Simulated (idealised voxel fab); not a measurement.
The document below concerns the process module designated voxel gate over fins.
FYI the section here is cut, 260 nm wide, cells are 5 nm squares.
In what follows, cross-sections appear as grids of square cells, described through bands that run from the top down, where every band is one or more rows of cells.
Heights first: top, then bottom, in nm. Then materials, left to right, each with a width in nm. "throughout" on a single material: fills the band edge to edge. "blank": empty space.
A quick word on heights: they are counted from 0, and under that level the wafer as it came to us is one material throughout. The lowest band is different from the rest in having no bottom; it simply continues downward, written as in "from 0 down".
Top row gets the first number, bottom row gets the second, and each row in between changes by the same step: that is how a band width like "30 to 40" works.
"all unchanged", as given for a step, is the statement that not any cell of the cross-section underwent a change during that step.
Empty spaces without an open route to the top, at least 8 cells in extent, make up the entry "Encapsulated voids"; each is given as width x height at distance, where the distance is measured from the left edge, and all are in nm.
Whatever follows a step's settings on its line is a remark the simulator itself makes about that step.
"overlay nm" answers the question of how far to the right of plan the mask lay on a step that has a mask, and when it is negative the answer is to the left.

The following list gives the planned process steps:
1. RECEIVE with material Si
2. CONFORMAL_DEP with material SiN, thk nm 5
3. MASKED_ETCH with tone cover, mask id FINS, width nm 15, pitch nm 60, etch materials SiN, depth nm 5, overlay nm 0
4. MASKED_ETCH with tone cover, mask id FINS, width nm 15, pitch nm 60, etch materials Si, depth nm 35, overlay nm 0
5. OXIDIZE with depth nm 5
6. FILL_DEP with material SiO2, thk nm 5
7. CMP with height nm 5
8. MASKED_ETCH with tone open, mask id RAIL, width nm 15, etch materials SiO2, depth nm 35, overlay nm 0
9. CONFORMAL_DEP with material TiN, thk nm 5
10. FILL_DEP with material Ru, thk nm 10
11. CMP with height nm 5
12. SELECTIVE_ETCH with etch materials W Ru TiN, depth nm 20
13. FILL_DEP with material SiO2, thk nm 5
14. CMP with height nm 5
15. SELECTIVE_ETCH with etch materials SiO2, depth nm 15
16. STRIP with etch materials SiN
17. CONFORMAL_DEP with material HfO2, thk nm 5
18. CONFORMAL_DEP with material TiN, thk nm 5
19. FILL_DEP with material W, thk nm 15
20. CMP with height nm 20
21. CONFORMAL_DEP with material SiN, thk nm 10

Delivered wafer in cross-section: state after step 1:
> from 0 down  Si throughout
> Encapsulated voids: none

Here's the cross-section of the first of our two wafers at the end of the module - it ran as planned:
> from 30 to 20  SiN throughout
> from 20 to 10  W throughout
> from 10 to 5  55 W, then 25 TiN, then 35 W, then 25 TiN, then 35 W, then 25 TiN, then 60 W
> from 5 to 0  55 W, then 5 TiN, then 15 HfO2, then 5 TiN, then 35 W, then 5 TiN, then 15 HfO2, then 5 TiN, then 35 W, then 5 TiN, then 15 HfO2, then 5 TiN, then 60 W
> from 0 to -5  60 TiN, then 5 HfO2, then 5 Si, then 5 HfO2, then 45 TiN, then 5 HfO2, then 5 Si, then 5 HfO2, then 45 TiN, then 5 HfO2, then 5 Si, then 5 HfO2, then 65 TiN
> from -5 to -10  65 HfO2, then 5 Si, then 55 HfO2, then 5 Si, then 55 HfO2, then 5 Si, then 70 HfO2
> from -10 to -15  65 SiO2, then 5 Si, then 55 SiO2, then 5 Si, then 55 SiO2, then 5 Si, then 70 SiO2
> from -15 to -25  65 SiO2, then 5 Si, then 20 SiO2, then 5 TiN, then 5 Ru, then 5 TiN, then 20 SiO2, then 5 Si, then 55 SiO2, then 5 Si, then 70 SiO2
> from -25 to -30  65 SiO2, then 5 Si, then 20 SiO2, then 15 TiN, then 20 SiO2, then 5 Si, then 55 SiO2, then 5 Si, then 70 SiO2
> from -30 to -40  65 SiO2, then 5 Si, then 55 SiO2, then 5 Si, then 55 SiO2, then 5 Si, then 70 SiO2
> from -40 down  Si throughout
> Encapsulated voids: none

Second of two wafers, module complete, sectioned: it shares the first wafer's start and plan but was run with one mistake:
> from 30 to 20  SiN throughout
> from 20 to 10  W throughout
> from 10 to 5  55 W, then 85 TiN, then 35 W, then 25 TiN, then 60 W
> from 5 to 0  55 W, then 5 TiN, then 15 HfO2, then 10 TiN, then 25 HfO2, then 10 TiN, then 15 HfO2, then 5 TiN, then 35 W, then 5 TiN, then 15 HfO2, then 5 TiN, then 60 W
> from 0 to -5  60 TiN, then 5 HfO2, then 5 Si, then 5 HfO2, then 10 TiN, then 5 HfO2, then 5 TiN, then 5 Ru, then 5 TiN, then 5 HfO2, then 10 TiN, then 5 HfO2, then 5 Si, then 5 HfO2, then 45 TiN, then 5 HfO2, then 5 Si, then 5 HfO2, then 65 TiN
> from -5 to -10  65 HfO2, then 5 Si, then 20 HfO2, then 5 TiN, then 5 Ru, then 5 TiN, then 20 HfO2, then 5 Si, then 55 HfO2, then 5 Si, then 70 HfO2
> from -10 to -25  65 SiO2, then 5 Si, then 20 SiO2, then 5 TiN, then 5 Ru, then 5 TiN, then 20 SiO2, then 5 Si, then 55 SiO2, then 5 Si, then 70 SiO2
> from -25 to -30  65 SiO2, then 5 Si, then 20 SiO2, then 15 TiN, then 20 SiO2, then 5 Si, then 55 SiO2, then 5 Si, then 70 SiO2
> from -30 to -40  65 SiO2, then 5 Si, then 55 SiO2, then 5 Si, then 55 SiO2, then 5 Si, then 70 SiO2
> from -40 down  Si throughout
> Encapsulated voids: none
Here's what went sideways: not run: step 11 of the plan (skipped)
At the finish, the second wafer shows more or fewer cells for some materials than the first does: +4 HfO2; +3 Ru; -3 SiO2; +10 TiN; -14 W
